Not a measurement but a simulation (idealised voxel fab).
The process module that follows is named voxel double patterning.
Each square cell in cross-section cut measures 5 nm, and the section as a whole is 275 nm wide.
Cross-section spec: square-cell grid; bands listed top down; each band is one or more rows. What a band's entry tells you: where the top is and where the bottom is, as heights in nm, and after that what lies inside, material by material from left to right, each with its width in nm. Empty space is written as the word "air", and a single material marked with the word "everywhere" occupies the band from edge to edge. All heights in this document are referenced to 0, defined as the level beneath which the wafer, as received, consists entirely of one material. The lowest band is not bounded below; it extends indefinitely downward and is written in the form "top 0, no bottom". A width such as "30 to 40" changes by the same amount from each row of cells to the next, from the band's top row to its bottom row. You'll sometimes find "remained unchanged" written for a step, and that's the way of saying that nowhere in the cross-section did a cell change during that step. The list in "Enclosed internal cavities" covers empty spaces of 8 cells or more that cannot reach the top through any open way, and it gives each as width x height at distance; the distance is from the left edge, and width, height and distance are in nm. Text after the settings on a step's line: the simulator's own remark on that step. overlay nm: mask right of planned place by this much (step with mask). Neg. = left.
-- These are the steps we planned for the process
1 RECEIVE with material Si
2 CONFORMAL_DEP with material SiO2, thk nm 10
3 DIRECTIONAL_DEP with material W, thk nm 15
4 DIRECTIONAL_DEP with material SiCN, thk nm 5
5 PATTERN with tone open, mask id FIRST, material resist, width nm 15, pitch nm 50, thk nm 15, overlay nm 0
6 DIRECTIONAL_ETCH with etch materials SiCN, depth nm 5
7 STRIP with etch materials resist
8 PATTERN with tone open, mask id SECOND, material resist, width nm 15, pitch nm 50, thk nm 15, overlay nm 0
9 DIRECTIONAL_ETCH with etch materials SiCN, depth nm 5
10 STRIP with etch materials resist
11 DIRECTIONAL_ETCH with etch materials W, depth nm 15
12 STRIP with etch materials SiCN
-- This is the cross-section of the wafer as we received it, i.e. after step 1
top 0, no bottom: Si everywhere
Enclosed internal cavities: none
-- Here's the cross-section of the first of our two wafers at the end of the module - it ran as planned
top 25, bottom 10: 80 of W; 15 of air; 10 of W; 15 of air; 10 of W; 15 of air; 10 of W; 15 of air; 10 of W; 15 of air; 80 of W
top 10, bottom 0: SiO2 everywhere
top 0, no bottom: Si everywhere
Enclosed internal cavities: none
-- Cross-sectional view: second of two wafers, end of module; start and plan identical to the first, one mistake in running
top 25, bottom 10: 105 of air; 15 of W; 35 of air; 15 of W; 105 of air
top 10, bottom 0: SiO2 everywhere
top 0, no bottom: Si everywhere
Enclosed internal cavities: none
Plan not followed: for step 8, the planned setting was not used; the step was instead run as PATTERN with tone cover, mask id SECOND, material resist, width nm 15, pitch nm 50, thk nm 15, overlay nm 0
FYI, end of process, the second wafer has more or fewer cells of some materials than the first: W: 102 fewer
